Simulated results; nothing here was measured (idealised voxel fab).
Module name: voxel gate over fins (process module)
The cross-section shown here is cut; it is 175 nm wide and divided into square cells measuring 5 nm on a side.
A cross-section in this document is a grid of square cells, and it is written down as bands, the top band listed before the ones below it; a band is made up of one or more rows of cells.
The band entry comprises the height of the band's top followed by the height of its bottom, expressed in nm, and subsequently the band's materials from left to right, each stated together with its width in nm. Where a single material is marked with the word "throughout", that material fills the band from edge to edge. The word "empty" represents empty space.
All heights in this document are referenced to 0, defined as the level beneath which the wafer, as received, consists entirely of one material. The lowest band is not bounded below; it extends indefinitely downward and is written in the form "from 0 down".
The width entry "30 to 40" should be interpreted row by row: the top row of cells in the band takes the first number, the bottom row takes the second number, and the change between adjacent rows is uniform throughout.
You'll sometimes find "changes: none" written for a step, and that's the way of saying that nowhere in the cross-section did a cell change during that step.
The list in "Closed void table" covers empty spaces of 8 cells or more that cannot reach the top through any open way, and it gives each as width x height at distance; the distance is from the left edge, and width, height and distance are in nm.
Post-settings text on a step line: simulator's own remark regarding the step.
Each step line may optionally specify "overlay nm", which for a step with a mask gives the rightward distance between the mask's planned place and where it lay, a negative value indicating the leftward direction.

Process steps foreseen in the plan:
| 1 | RECEIVE: material Si |
| 2 | CONFORMAL_DEP: material SiN, thk nm 10 |
| 3 | PATTERN: tone cover, mask id FINS, material resist, width nm 15, pitch nm 35, thk nm 20, overlay nm 0 |
| 4 | DIRECTIONAL_ETCH: etch materials SiN, depth nm 10 |
| 5 | DIRECTIONAL_ETCH: etch materials Si, depth nm 30 |
| 6 | STRIP: etch materials resist |
| 7 | OXIDIZE: depth nm 5 |
| 8 | FILL_DEP: material SiO2, thk nm 15 |
| 9 | CMP: height nm 10 |
| 10 | SELECTIVE_ETCH: etch materials SiO2, depth nm 25 |
| 11 | STRIP: etch materials SiN |
| 12 | CONFORMAL_DEP: material HfO2, thk nm 5 |
| 13 | CONFORMAL_DEP: material TiN, thk nm 5 |
| 14 | CONFORMAL_DEP: material TiAl, thk nm 5 |
| 15 | CONFORMAL_DEP: material TiN, thk nm 5 |
| 16 | FILL_DEP: material W, thk nm 15 |
| 17 | CMP: height nm 30 |
| 18 | CONFORMAL_DEP: material SiCN, thk nm 10 |
The wafers are alike at the start. At step 14, their thk nm differs. The plan lists the first wafer's value.

Here's the first of the wafers in cross-section, just as we got it, i.e. after step 1:
- from 0 down  Si throughout
- Closed void table: none

Every row in this table is a wafer at the end of the module, and it gives, for each of the materials, the cells that wafer has gained (+) or lost (-) since it was received, then its closed voids:
thk nm 5; +53 HfO2; -224 Si; +70 SiCN; +128 SiO2; +53 TiAl; +94 TiN; +106 W; Closed void table: none
thk nm 10; +53 HfO2; -224 Si; +70 SiCN; +128 SiO2; +94 TiAl; +94 TiN; +65 W; Closed void table: none
thk nm 15; +53 HfO2; -224 Si; +70 SiCN; +128 SiO2; +135 TiAl; +94 TiN; +24 W; Closed void table: none
thk nm 20; +53 HfO2; -224 Si; +70 SiCN; +128 SiO2; +176 TiAl; +65 TiN; +12 W; Closed void table: none
